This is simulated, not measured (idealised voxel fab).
A process module follows: voxel transistor to metal.
Cross-sectional view cut (width: 185 nm; square cell size: 5 nm).
In what follows, cross-sections appear as grids of square cells, described through bands that run from the top down, where every band is one or more rows of cells.
Quick guide to a band line: top height, bottom height (nm) up front; then every material left to right with its width in nm. Only one material and it's marked "throughout"? Then it fills the band edge to edge. And "air" just means empty space.
Counting heights begins at 0, where everything beneath is, in the wafer as received, one material. The lowest band has no bottom; it goes on downwards, as "0 down" shows.
It should be noted that a width expressed as "30->40" varies in equal increments from row to row of cells within the band, taking the value of the first number at the top row and that of the second number at the bottom row.
The cross-section has no changed cell in any step marked "no change occurred".
"Sealed void inventory" - sealed voids, min. 8 cells, no opening to top; format: width x height at distance (distance from left edge; nm throughout).
Read whatever lies past the settings on a step's line as the simulator's own remark about the step.
When a step includes a mask, the "overlay nm" setting on its line states how far to the right of its planned place that mask lay, and negative values state how far to the left.
Set out below are the planned steps of the process
1,op RECEIVE | material Si
2,op CONFORMAL_DEP | material SiO2 | thk nm 5
3,op CONFORMAL_DEP | material SiN | thk nm 15
4,op PATTERN | tone cover | mask id ACTIVE | material resist | width nm 105 | thk nm 20 | overlay nm 0
5,op DIRECTIONAL_ETCH | etch materials SiN | depth nm 15
6,op DIRECTIONAL_ETCH | etch materials SiO2 | depth nm 5
7,op DIRECTIONAL_ETCH | etch materials Si | depth nm 30
8,op STRIP | etch materials resist
9,op FILL_DEP | material SiO2 | thk nm 5
10,op CMP | height nm 20
11,op SELECTIVE_ETCH | etch materials SiO2 | depth nm 5
12,op STRIP | etch materials SiN
13,op SELECTIVE_ETCH | etch materials SiO2 | depth nm 5
14,op OXIDIZE | depth nm 5
15,op DIRECTIONAL_DEP | material polySi | thk nm 30
16,op DIRECTIONAL_DEP | material SiCN | thk nm 10
17,op PATTERN | tone cover | mask id GATE | material resist | width nm 25 | thk nm 20 | overlay nm 0
18,op DIRECTIONAL_ETCH | etch materials SiCN | depth nm 20
19,op DIRECTIONAL_ETCH | etch materials polySi | depth nm 40
20,op STRIP | etch materials resist
21,op CONFORMAL_DEP | material SiN | thk nm 10
22,op DIRECTIONAL_ETCH | etch materials SiN | depth nm 10
23,op DIRECTIONAL_ETCH | etch materials SiO2 | depth nm 5
24,op DIRECTIONAL_ETCH | etch materials Si | depth nm 10
25,op EPI | material nSi | thk nm 10
26,op FILL_DEP | material SiO2 | thk nm 10
27,op CMP | height nm 40
28,op DIRECTIONAL_DEP | material SiO2 | thk nm 15
29,op PATTERN | tone open | mask id CONTACT | material resist | width nm 20 | pitch nm 75 | thk nm 15 | overlay nm 0
30,op DIRECTIONAL_ETCH | etch materials SiO2 | depth nm 60
31,op STRIP | etch materials resist
32,op CONFORMAL_DEP | material TiN | thk nm 5
33,op FILL_DEP | material Ru | thk nm 5
34,op CMP | height nm 55
35,op DIRECTIONAL_DEP | material TiN | thk nm 5
36,op DIRECTIONAL_DEP | material W | thk nm 20
37,op MASKED_ETCH | tone cover | mask id METAL_1 | width nm 20 | pitch nm 75 | etch materials W | depth nm 20 | overlay nm 0
38,op MASKED_ETCH | tone cover | mask id METAL_1 | width nm 20 | pitch nm 75 | etch materials TiN | depth nm 5 | overlay nm 0
39,op CONFORMAL_DEP | material SiCN | thk nm 5
40,op FILL_DEP | material SiO2 | thk nm 5
41,op CMP | height nm 80
42,op CONFORMAL_DEP | material SiCN | thk nm 5
Cross-section of the incoming wafer, state after step 1
	0 down  Si throughout
	Sealed void inventory: none
First of two wafers: cross-section at end of module, run per plan
	85 to 80  SiCN throughout
	80 to 60  40 SiO2 / 5 SiCN / 20 W / 5 SiCN / 45 SiO2 / 5 SiCN / 20 W / 5 SiCN / 40 SiO2
	60 to 55  45 SiCN / 20 TiN / 55 SiCN / 20 TiN / 45 SiCN
	55 to 40  45 SiO2 / 5 TiN / 10 Ru / 5 TiN / 55 SiO2 / 5 TiN / 10 Ru / 5 TiN / 45 SiO2
	40 to 30  45 SiO2 / 5 TiN / 10 Ru / 5 TiN / 5 SiO2 / 10 SiN / 25 SiCN / 10 SiN / 5 SiO2 / 5 TiN / 10 Ru / 5 TiN / 45 SiO2
	30 to 10  45 SiO2 / 5 TiN / 10 Ru / 5 TiN / 5 SiO2 / 10 SiN / 25 polySi / 10 SiN / 5 SiO2 / 5 TiN / 10 Ru / 5 TiN / 45 SiO2
	10 to 5  35 SiO2 / 10 SiN / 20 TiN / 5 SiO2 / 10 SiN / 25 polySi / 10 SiN / 5 SiO2 / 20 TiN / 10 SiN / 35 SiO2
	5 to 0  35 SiO2 / 10 SiN / 10 nSi / 5 TiN / 10 nSi / 10 SiN / 25 polySi / 10 SiN / 10 nSi / 5 TiN / 10 nSi / 10 SiN / 35 SiO2
	0 to -5  45 SiO2 / 10 nSi / 5 TiN / 10 nSi / 45 SiO2 / 10 nSi / 5 TiN / 10 nSi / 45 SiO2
	-5 to -15  40 SiO2 / 5 Si / 25 nSi / 45 Si / 25 nSi / 5 Si / 40 SiO2
	-15 to -30  40 SiO2 / 105 Si / 40 SiO2
	-30 down  Si throughout
	Sealed void inventory: none
Cross-section, second wafer: same start as the first, same plan as the first, one mistake in running it; taken at the end of the module
	85 to 80  SiCN throughout
	80 to 60  40 SiO2 / 5 SiCN / 20 W / 5 SiCN / 45 SiO2 / 5 SiCN / 20 W / 5 SiCN / 40 SiO2
	60 to 55  45 SiCN / 20 TiN / 55 SiCN / 20 TiN / 45 SiCN
	55 to 40  45 SiO2 / 5 TiN / 10 Ru / 5 TiN / 55 SiO2 / 5 TiN / 10 Ru / 5 TiN / 45 SiO2
	40 to 30  45 SiO2 / 5 TiN / 10 Ru / 5 TiN / 5 SiO2 / 10 SiN / 25 SiCN / 10 SiN / 5 SiO2 / 5 TiN / 10 Ru / 5 TiN / 45 SiO2
	30 to 10  45 SiO2 / 5 TiN / 10 Ru / 5 TiN / 5 SiO2 / 10 SiN / 25 polySi / 10 SiN / 5 SiO2 / 5 TiN / 10 Ru / 5 TiN / 45 SiO2
	10 to 5  30 SiO2 / 10 SiN / 5 SiO2 / 5 TiN / 5 Ru / 10 TiN / 5 SiO2 / 10 SiN / 25 polySi / 10 SiN / 5 SiO2 / 10 TiN / 5 Ru / 5 TiN / 5 SiO2 / 10 SiN / 30 SiO2
	5 to 0  30 SiO2 / 10 SiN / 5 SiO2 / 15 TiN / 10 nSi / 10 SiN / 25 polySi / 10 SiN / 10 nSi / 15 TiN / 5 SiO2 / 10 SiN / 30 SiO2
	0 to -5  30 SiO2 / 10 SiN / 15 nSi / 5 TiN / 10 nSi / 45 SiO2 / 10 nSi / 5 TiN / 15 nSi / 10 SiN / 30 SiO2
	-5 to -10  45 SiO2 / 25 nSi / 45 Si / 25 nSi / 45 SiO2
	-10 to -15  40 SiO2 / 5 Si / 25 nSi / 45 Si / 25 nSi / 5 Si / 40 SiO2
	-15 to -30  40 SiO2 / 105 Si / 40 SiO2
	-30 down  Si throughout
	Sealed void inventory: none
Diagnosis: the intended sequence of steps 11 and 12 was reversed during processing, with each occupying the position of the other
Bottom line after processing is that, in cells, the second wafer is up or down on some materials versus the first: 2 more of Ru | 2 fewer of Si | 4 more of SiN | 4 fewer of SiO2 | 2 more of TiN | 2 fewer of nSi
